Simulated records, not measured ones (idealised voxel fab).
process module | voxel self aligned contacts
cross-section cut | 295 nm wide | cells 5 nm
A cross-section is a grid of square cells, given in bands from the top down. A band is one or more rows of cells.
Each band's line starts with the height of the band's top and of its bottom, in nm. Then come its materials from left to right, each with its width in nm. One material with "throughout" fills the band from edge to edge. "air" is empty space.
Height 0 is the level under which the wafer as received is all one material. The lowest band goes on downwards, as in "0 down".
A width such as "30 to 40" changes by the same amount from each row of cells to the next, from the band's top row to its bottom row.
"no change" after a step means that no cell of the cross-section changed.
closed voids: empty space of 8 cells or more with no open way to the top, each as width x height at its distance from the left edge, in nm
after a step's settings: what the simulator itself notes on the step
overlay nm, on a step with a mask: how far to the right of its planned place the mask lay; to the left if negative
plan
1 op RECEIVE | material Si
2 op OXIDIZE | depth nm 5
3 op DIRECTIONAL_DEP | material polySi | thk nm 30
4 op DIRECTIONAL_DEP | material SiN | thk nm 20
5 op DIRECTIONAL_DEP | material aC | thk nm 10
6 op PATTERN | tone cover | mask id GATE | material resist | width nm 25 | pitch nm 50 | thk nm 25 | overlay nm 0
7 op DIRECTIONAL_ETCH | etch materials aC | depth nm 10
8 op STRIP | etch materials resist
9 op DIRECTIONAL_ETCH | etch materials SiN | depth nm 20
10 op DIRECTIONAL_ETCH | etch materials polySi | depth nm 30
11 op STRIP | etch materials aC
12 op CONFORMAL_DEP | material SiN | thk nm 5
13 op DIRECTIONAL_ETCH | etch materials SiN | depth nm 5
14 op FILL_DEP | material SiO2 | thk nm 15
15 op CMP | height nm 60
16 op DIRECTIONAL_DEP | material aC | thk nm 15
17 op PATTERN | tone open | mask id CONTACT | material resist | width nm 35 | pitch nm 50 | thk nm 30 | overlay nm 0
18 op DIRECTIONAL_ETCH | etch materials aC | depth nm 15
19 op STRIP | etch materials resist
20 op DIRECTIONAL_ETCH | etch materials SiO2 | depth nm 65
21 op STRIP | etch materials aC
22 op CONFORMAL_DEP | material TiN | thk nm 5
23 op FILL_DEP | material Ru | thk nm 5
24 op CMP | height nm 60
25 op CONFORMAL_DEP | material SiN | thk nm 5
as received, after step 1
  0 down: Si throughout
  closed voids: none
a wafer at the end: this start, this plan, one mistake
  65 to 60: SiN throughout
  60 to 50: SiO2 105 | TiN 5 to 20 | Ru 25 to 5 | TiN 5 to 10 | SiO2 15 | TiN 5 to 20 | Ru 25 to 5 | TiN 5 to 10 | SiO2 105
  50 to 30: SiO2 85 | SiN 35 | TiN 5 | Ru 5 | TiN 5 | SiN 35 | TiN 5 | Ru 5 | TiN 5 | SiN 35 | SiO2 75
  30 to 0: SiO2 85 | SiN 5 | polySi 25 | SiN 5 | TiN 5 | Ru 5 | TiN 5 | SiN 5 | polySi 25 | SiN 5 | TiN 5 | Ru 5 | TiN 5 | SiN 5 | polySi 25 | SiN 5 | SiO2 75
  0 to -5: SiO2 120 | TiN 15 | SiO2 35 | TiN 15 | SiO2 110
  -5 down: Si throughout
  closed voids: none
what went wrong: step 6 ran as: op PATTERN | tone cover | mask id GATE | material resist | width nm 25 | pitch nm 50 | thk nm 25 | overlay nm 5
